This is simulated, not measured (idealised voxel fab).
process module | voxel self aligned vias
cross-section cut | 295 nm wide | cells 5 nm
A cross-section is a grid of square cells, given in bands from the top down. A band is one or more rows of cells.
Each band's line starts with the height of the band's top and of its bottom, in nm. Then come its materials from left to right, each with its width in nm. One material with "throughout" fills the band from edge to edge. "air" is empty space.
Height 0 is the level under which the wafer as received is all one material. The lowest band goes on downwards, as in "0 down".
A width such as "30 to 40" changes by the same amount from each row of cells to the next, from the band's top row to its bottom row.
"no change" after a step means that no cell of the cross-section changed.
closed voids: empty space of 8 cells or more with no open way to the top, each as width x height at its distance from the left edge, in nm
after a step's settings: what the simulator itself notes on the step
overlay nm, on a step with a mask: how far to the right of its planned place the mask lay; to the left if negative
plan
1 op RECEIVE | material Si
2 op CONFORMAL_DEP | material SiO2 | thk nm 10
3 op CONFORMAL_DEP | material SiCN | thk nm 5
4 op DIRECTIONAL_DEP | material SiO2 | thk nm 25
5 op DIRECTIONAL_DEP | material aC | thk nm 15
6 op PATTERN | tone open | mask id LINES | material resist | width nm 30 | pitch nm 65 | thk nm 30 | overlay nm 0
7 op DIRECTIONAL_ETCH | etch materials aC | depth nm 15
8 op STRIP | etch materials resist
9 op DIRECTIONAL_ETCH | etch materials SiO2 | depth nm 25
10 op STRIP | etch materials aC
11 op CONFORMAL_DEP | material TiN | thk nm 5
12 op FILL_DEP | material W | thk nm 5
13 op CMP | height nm 40
14 op SELECTIVE_ETCH | etch materials W Ru TiN | depth nm 5
15 op FILL_DEP | material SiN | thk nm 5
16 op CMP | height nm 40
17 op DIRECTIONAL_DEP | material SiO2 | thk nm 15
18 op DIRECTIONAL_DEP | material aC | thk nm 15
19 op PATTERN | tone open | mask id VIAS | material resist | width nm 30 | thk nm 35 | overlay nm 0
20 op DIRECTIONAL_ETCH | etch materials aC | depth nm 15
21 op STRIP | etch materials resist
22 op DIRECTIONAL_ETCH | etch materials SiO2 | depth nm 15
23 op DIRECTIONAL_ETCH | etch materials SiN | depth nm 5
24 op STRIP | etch materials aC
25 op CONFORMAL_DEP | material TiN | thk nm 5
26 op FILL_DEP | material W | thk nm 5
27 op CMP | height nm 55
28 op CONFORMAL_DEP | material SiN | thk nm 5
varied across the wafers: width nm of step 19. The plan shows the first wafer's value. All wafers start alike
first wafer as received, after step 1
  0 down: Si throughout
  closed voids: none
first wafer at the end, after step 28
  60 to 55: SiN throughout
  55 to 40: SiO2 100 | TiN 5 | W 20 | TiN 5 | SiO2 165
  40 to 35: SiO2 100 | TiN 30 | SiO2 35 | SiN 30 | SiO2 100
  35 to 20: SiO2 100 | TiN 5 | W 20 | TiN 5 | SiO2 35 | TiN 5 | W 20 | TiN 5 | SiO2 100
  20 to 15: SiO2 100 | TiN 30 | SiO2 35 | TiN 30 | SiO2 100
  15 to 10: SiCN throughout
  10 to 0: SiO2 throughout
  0 down: Si throughout
  closed voids: none
last wafer at the end
  60 to 55: SiN throughout
  55 to 45: SiO2 90 | TiN 5 | W 45 | TiN 5 | SiO2 150
  45 to 40: SiO2 90 | TiN 15 | W 20 | TiN 20 | SiO2 150
  40 to 35: SiO2 100 | TiN 30 | SiO2 35 | SiN 30 | SiO2 100
  35 to 20: SiO2 100 | TiN 5 | W 20 | TiN 5 | SiO2 35 | TiN 5 | W 20 | TiN 5 | SiO2 100
  20 to 15: SiO2 100 | TiN 30 | SiO2 35 | TiN 30 | SiO2 100
  15 to 10: SiCN throughout
  10 to 0: SiO2 throughout
  0 down: Si throughout
  closed voids: none
each wafer at the end: cells of each material gained (+) or lost (-) since it was received, then its closed voids
width nm 30 | +59 SiCN | +65 SiN | +512 SiO2 | +36 TiN | +36 W | closed voids: none
width nm 35 | +59 SiCN | +65 SiN | +509 SiO2 | +37 TiN | +38 W | closed voids: none
width nm 40 | +59 SiCN | +65 SiN | +506 SiO2 | +38 TiN | +40 W | closed voids: none
width nm 45 | +59 SiCN | +65 SiN | +503 SiO2 | +39 TiN | +42 W | closed voids: none
width nm 50 | +59 SiCN | +65 SiN | +500 SiO2 | +40 TiN | +44 W | closed voids: none
width nm 55 | +59 SiCN | +65 SiN | +497 SiO2 | +41 TiN | +46 W | closed voids: none
